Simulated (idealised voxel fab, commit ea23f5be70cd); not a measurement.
process module | voxel transistor to metal
cross-section cut | 210 nm wide | cells 5 nm
A cross-section is a grid of square cells, given in bands from the top down. A band is one or more rows of cells.
Each band's line starts with the height of the band's top and of its bottom, in nm. Then come its materials from left to right, each with its width in nm. One material with "throughout" fills the band from edge to edge. "air" is empty space.
Height 0 is the level under which the wafer as received is all one material. The lowest band goes on downwards, as in "0 down".
A width such as "30 to 40" changes by the same amount from each row of cells to the next, from the band's top row to its bottom row.
"no change" after a step means that no cell of the cross-section changed.
closed voids: empty space of 8 cells or more with no open way to the top, each as width x height at its distance from the left edge, in nm
after a step's settings: what the simulator itself notes on the step
overlay nm, on a step with a mask: how far to the right of its planned place the mask lay; to the left if negative
plan
1 op RECEIVE | material Si
2 op CONFORMAL_DEP | material SiO2 | thk nm 5
3 op CONFORMAL_DEP | material SiN | thk nm 10
4 op MASKED_ETCH | tone cover | mask id ACTIVE | width nm 115 | etch materials SiN | depth nm 10 | overlay nm 0
5 op MASKED_ETCH | tone cover | mask id ACTIVE | width nm 115 | etch materials SiO2 | depth nm 5 | overlay nm 0
6 op MASKED_ETCH | tone cover | mask id ACTIVE | width nm 115 | etch materials Si | depth nm 35 | overlay nm 0
7 op OXIDIZE | depth nm 5
8 op FILL_DEP | material SiO2 | thk nm 15
9 op CMP | height nm 15
10 op SELECTIVE_ETCH | etch materials SiO2 | depth nm 5
11 op STRIP | etch materials SiN
12 op SELECTIVE_ETCH | etch materials SiO2 | depth nm 5
13 op OXIDIZE | depth nm 5
14 op DIRECTIONAL_DEP | material polySi | thk nm 30
15 op DIRECTIONAL_DEP | material SiCN | thk nm 10
16 op PATTERN | tone cover | mask id GATE | material resist | width nm 25 | thk nm 15 | overlay nm 0
17 op DIRECTIONAL_ETCH | etch materials SiCN | depth nm 20
18 op DIRECTIONAL_ETCH | etch materials polySi | depth nm 40
19 op STRIP | etch materials resist
20 op CONFORMAL_DEP | material SiN | thk nm 10
21 op DIRECTIONAL_ETCH | etch materials SiN | depth nm 10
22 op DIRECTIONAL_ETCH | etch materials SiO2 | depth nm 5
23 op EPI | material nSi | thk nm 5
24 op FILL_DEP | material SiO2 | thk nm 5
25 op CMP | height nm 40
26 op DIRECTIONAL_DEP | material SiO2 | thk nm 10
27 op DIRECTIONAL_DEP | material aC | thk nm 10
28 op PATTERN | tone open | mask id CONTACT | material resist | width nm 20 | pitch nm 75 | thk nm 30 | overlay nm 0
29 op DIRECTIONAL_ETCH | etch materials aC | depth nm 10
30 op STRIP | etch materials resist
31 op DIRECTIONAL_ETCH | etch materials SiO2 | depth nm 50
32 op STRIP | etch materials aC
33 op CONFORMAL_DEP | material TiN | thk nm 5
34 op FILL_DEP | material Ru | thk nm 5
35 op CMP | height nm 50
36 op CONFORMAL_DEP | material SiCN | thk nm 5
37 op DIRECTIONAL_DEP | material lowk | thk nm 15
38 op PATTERN | tone open | mask id METAL_1 | material resist | width nm 15 | pitch nm 75 | thk nm 20 | overlay nm 0
39 op DIRECTIONAL_ETCH | etch materials lowk | depth nm 15
40 op DIRECTIONAL_ETCH | etch materials SiCN | depth nm 5
41 op STRIP | etch materials resist
42 op CONFORMAL_DEP | material TiN | thk nm 5
43 op FILL_DEP | material W | thk nm 5
44 op CMP | height nm 70
45 op CONFORMAL_DEP | material SiN | thk nm 5
varied across the wafers: width nm of step 38. The plan shows the first wafer's value. All wafers start alike
first wafer as received, after step 1
  0 down: Si throughout
  closed voids: none
each wafer at the end: cells of each material gained (+) or lost (-) since it was received, then its closed voids
width nm 15 | +36 Ru | -189 Si | +46 SiCN | +78 SiN | +441 SiO2 | +62 TiN | +6 W | +108 lowk | +12 nSi | +30 polySi | closed voids: none
width nm 20 | +36 Ru | -189 Si | +44 SiCN | +78 SiN | +441 SiO2 | +64 TiN | +12 W | +102 lowk | +12 nSi | +30 polySi | closed voids: none
width nm 25 | +36 Ru | -189 Si | +42 SiCN | +78 SiN | +441 SiO2 | +66 TiN | +18 W | +96 lowk | +12 nSi | +30 polySi | closed voids: none
width nm 30 | +36 Ru | -189 Si | +40 SiCN | +78 SiN | +441 SiO2 | +68 TiN | +24 W | +90 lowk | +12 nSi | +30 polySi | closed voids: none
width nm 35 | +36 Ru | -189 Si | +38 SiCN | +78 SiN | +441 SiO2 | +70 TiN | +30 W | +84 lowk | +12 nSi | +30 polySi | closed voids: none
